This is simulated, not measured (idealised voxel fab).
The following process module bears the name voxel released beams.
Displayed cross-section: cut, width of 160 nm, square cells sized 5 nm.
Square cells in a grid make up a cross-section in this document, and the grid is given as bands, listed from the top down, each one or more rows of cells.
Band: top height; bottom height; in nm. Then, left to right: material with width in nm, for each material. "everywhere": a single material spanning edge to edge. "air": empty space.
Height 0 is the level under which the wafer as received is all one material. The lowest band goes on downwards, as in "0 and below".
Top row gets the first number, bottom row gets the second, and each row in between changes by the same step: that is how a band width like "30..40" works.
Where a step carries "remained the same", the cross-section came out of it unchanged, cell for cell.
What "Voids, sealed" gives you is every empty space of 8 cells or more that is cut off from the top. Each appears as width x height at distance, with the distance taken from the left edge and width, height and distance all in nm.
What comes after the settings on a step's line is commentary from the simulator itself on that step.
Regarding "overlay nm": on a step with a mask, it is the distance the mask lay to the right of its planned place; a negative value places it to the left.

This section lists the process steps that were planned:
step 1: RECEIVE: material Si
step 2: CONFORMAL_DEP: material Al2O3, thk nm 10
step 3: DIRECTIONAL_DEP: material SiO2, thk nm 20
step 4: DIRECTIONAL_DEP: material aC, thk nm 5
step 5: PATTERN: tone open, mask id ANCHOR, material resist, width nm 25, thk nm 30, overlay nm 0
step 6: DIRECTIONAL_ETCH: etch materials aC, depth nm 15
step 7: STRIP: etch materials resist
step 8: DIRECTIONAL_ETCH: etch materials SiO2, depth nm 20
step 9: STRIP: etch materials aC
step 10: CONFORMAL_DEP: material W, thk nm 10
step 11: PATTERN: tone cover, mask id BEAM, material resist, width nm 80, thk nm 20, overlay nm 0
step 12: DIRECTIONAL_ETCH: etch materials W, depth nm 10
step 13: STRIP: etch materials resist
step 14: STRIP: etch materials SiO2
The value of thk nm given for step 4 in the plan refers to the first wafer; the wafers vary in this setting and are alike at the start.

Step 1 complete: as-received cross-section of the first of several wafers:
- 0 and below: Si everywhere
- Voids, sealed: none

Here is the cross-section of the first of several wafers at the end of the module, after its last step, step 14:
- 40 down to 30: 35 of air  15 of W  5 of air  60 of W  45 of air
- 30 down to 20: 40 of air  10 of W  5 of air  10 of W  95 of air
- 20 down to 10: 40 of air  25 of W  95 of air
- 10 down to 0: Al2O3 everywhere
- 0 and below: Si everywhere
- Voids, sealed: none

Cross-section at module completion, last wafer:
- 10 down to 0: Al2O3 everywhere
- 0 and below: Si everywhere
- Voids, sealed: none

Table: wafers, a row each; end-of-module cell change per material since receipt, gain (+), loss (-); then closed voids:
thk nm 5; +64 Al2O3; +48 W; Voids, sealed: none
thk nm 10; +64 Al2O3; +48 W; Voids, sealed: none
thk nm 15; +64 Al2O3; +48 W; Voids, sealed: none
thk nm 20; +64 Al2O3; Voids, sealed: none
thk nm 25; +64 Al2O3; Voids, sealed: none
thk nm 30; +64 Al2O3; Voids, sealed: none
